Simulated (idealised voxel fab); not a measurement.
The following process module bears the name voxel capacitor over wiring.
Square cells of 5 nm make up the cross-section cut, whose width is 280 nm.
In this document a cross-section is written as a grid of square cells. It is given as a series of bands, listed from the top down, and a band is one or more rows of cells. Band entry format. Leading values: height of top, height of bottom, nm. Remainder: materials in left-to-right order, each with its width in nm. Special words: "edge to edge" on a single material, which then fills the band edge to edge; "blank", empty space. Height datum 0, below which the as-received substrate wafer is one material. Lowest band open at the bottom, running downward: "0 down". It should be noted that a width expressed as "30->40" varies in equal increments from row to row of cells within the band, taking the value of the first number at the top row and that of the second number at the bottom row. "nothing got changed" -> step changed no cross-section cell. "Cavities, sealed" enumerates empty spaces isolated from the top, with no open way to it, that contain at least 8 cells, giving each as width x height at distance from the left edge, all three in nm. What comes after the settings on a step's line is commentary from the simulator itself on that step. For masked steps, "overlay nm" on the step line gives how far right of plan the mask actually lay; a minus sign means it lay to the left.

List of planned process steps:
| 1 | RECEIVE with material Si |
| 2 | CONFORMAL_DEP with material SiO2, thk nm 15 |
| 3 | CONFORMAL_DEP with material SiCN, thk nm 5 |
| 4 | DIRECTIONAL_DEP with material lowk, thk nm 15 |
| 5 | MASKED_ETCH with tone open, mask id METAL_1, width nm 25, pitch nm 90, etch materials lowk, depth nm 15, overlay nm 0 |
| 6 | MASKED_ETCH with tone open, mask id METAL_1, width nm 25, pitch nm 90, etch materials SiCN, depth nm 5, overlay nm 0 |
| 7 | CONFORMAL_DEP with material TiN, thk nm 5 |
| 8 | FILL_DEP with material Cu, thk nm 5 |
| 9 | CMP with height nm 35 |
| 10 | CONFORMAL_DEP with material SiCN, thk nm 5 |
| 11 | DIRECTIONAL_DEP with material SiO2, thk nm 20 |
| 12 | MASKED_ETCH with tone open, mask id PLUG_1, width nm 15, etch materials SiO2, depth nm 20, overlay nm 0 |
| 13 | MASKED_ETCH with tone open, mask id PLUG_1, width nm 15, etch materials SiCN, depth nm 5, overlay nm 0 |
| 14 | EPI with material Ru, thk nm 10 |
| 15 | EPI with material Ru, thk nm 10 |
| 16 | EPI with material Ru, thk nm 5 |
| 17 | DIRECTIONAL_DEP with material TiN, thk nm 10 |
| 18 | DIRECTIONAL_DEP with material Al2O3, thk nm 5 |
| 19 | DIRECTIONAL_DEP with material TiN, thk nm 5 |
| 20 | PATTERN with tone cover, mask id UPPER_PLATE, material resist, width nm 70, thk nm 15, overlay nm 0 |
| 21 | DIRECTIONAL_ETCH with etch materials TiN, depth nm 5 |
| 22 | DIRECTIONAL_ETCH with etch materials Al2O3, depth nm 5 |
| 23 | STRIP with etch materials resist |
| 24 | MASKED_ETCH with tone cover, mask id LOWER_PLATE, width nm 80, etch materials TiN, depth nm 10, overlay nm 0 |
| 25 | FILL_DEP with material SiO2, thk nm 20 |
| 26 | CMP with height nm 95 |
| 27 | PATTERN with tone open, mask id PLUG_2, material resist, width nm 15, thk nm 20, overlay nm 0 |
| 28 | DIRECTIONAL_ETCH with etch materials SiO2, depth nm 15 |
| 29 | STRIP with etch materials resist |
| 30 | CONFORMAL_DEP with material TiN, thk nm 5 |
| 31 | FILL_DEP with material W, thk nm 10 |
| 32 | CMP with height nm 95 |
| 33 | CONFORMAL_DEP with material SiCN, thk nm 5 |

Wafer at receipt (post step 1), cross-section:
- 0 down  Si edge to edge
- Cavities, sealed: none

The first of the two wafers as seen in cross-section once the module was finished; processing followed the plan:
- 100 to 95  SiCN edge to edge
- 95 to 85  SiO2=100, TiN=5, W=5, TiN=5, SiO2=165
- 85 to 75  SiO2=100->90, TiN=15->70, SiO2=165->120
- 75 to 70  SiO2=90, Al2O3=70, SiO2=120
- 70 to 60  SiO2=85, TiN=80, SiO2=115
- 60 to 40  SiO2=90, Ru=15, SiO2=175
- 40 to 35  SiCN=90, Ru=15, SiCN=175
- 35 to 20  lowk=80, TiN=5, Cu=15, TiN=5, lowk=65, TiN=5, Cu=15, TiN=5, lowk=85
- 20 to 15  SiCN=80, TiN=25, SiCN=65, TiN=25, SiCN=85
- 15 to 0  SiO2 edge to edge
- 0 down  Si edge to edge
- Cavities, sealed: none

Now the second wafer, cross-sectioned at the end of the module. Nothing different at the start, nothing different in the plan compared with the first, just one mistake when it was actually run:
- 100 to 95  SiCN edge to edge
- 95 to 85  SiO2=110, TiN=5, W=5, TiN=5, SiO2=155
- 85 to 75  SiO2=110->90, TiN=15->70, SiO2=155->120
- 75 to 70  SiO2=90, Al2O3=70, SiO2=120
- 70 to 60  SiO2=85, TiN=80, SiO2=115
- 60 to 40  SiO2=90, Ru=15, SiO2=175
- 40 to 35  SiCN=90, Ru=15, SiCN=175
- 35 to 20  lowk=80, TiN=5, Cu=15, TiN=5, lowk=65, TiN=5, Cu=15, TiN=5, lowk=85
- 20 to 15  SiCN=80, TiN=25, SiCN=65, TiN=25, SiCN=85
- 15 to 0  SiO2 edge to edge
- 0 down  Si edge to edge
- Cavities, sealed: none
Error vs. plan: step 27: run off-plan, actual operation and settings PATTERN with tone open, mask id PLUG_2, material resist, width nm 15, thk nm 20, overlay nm 10
Heads up: at the end the two wafers have identical cell counts per material, they're just laid out differently.
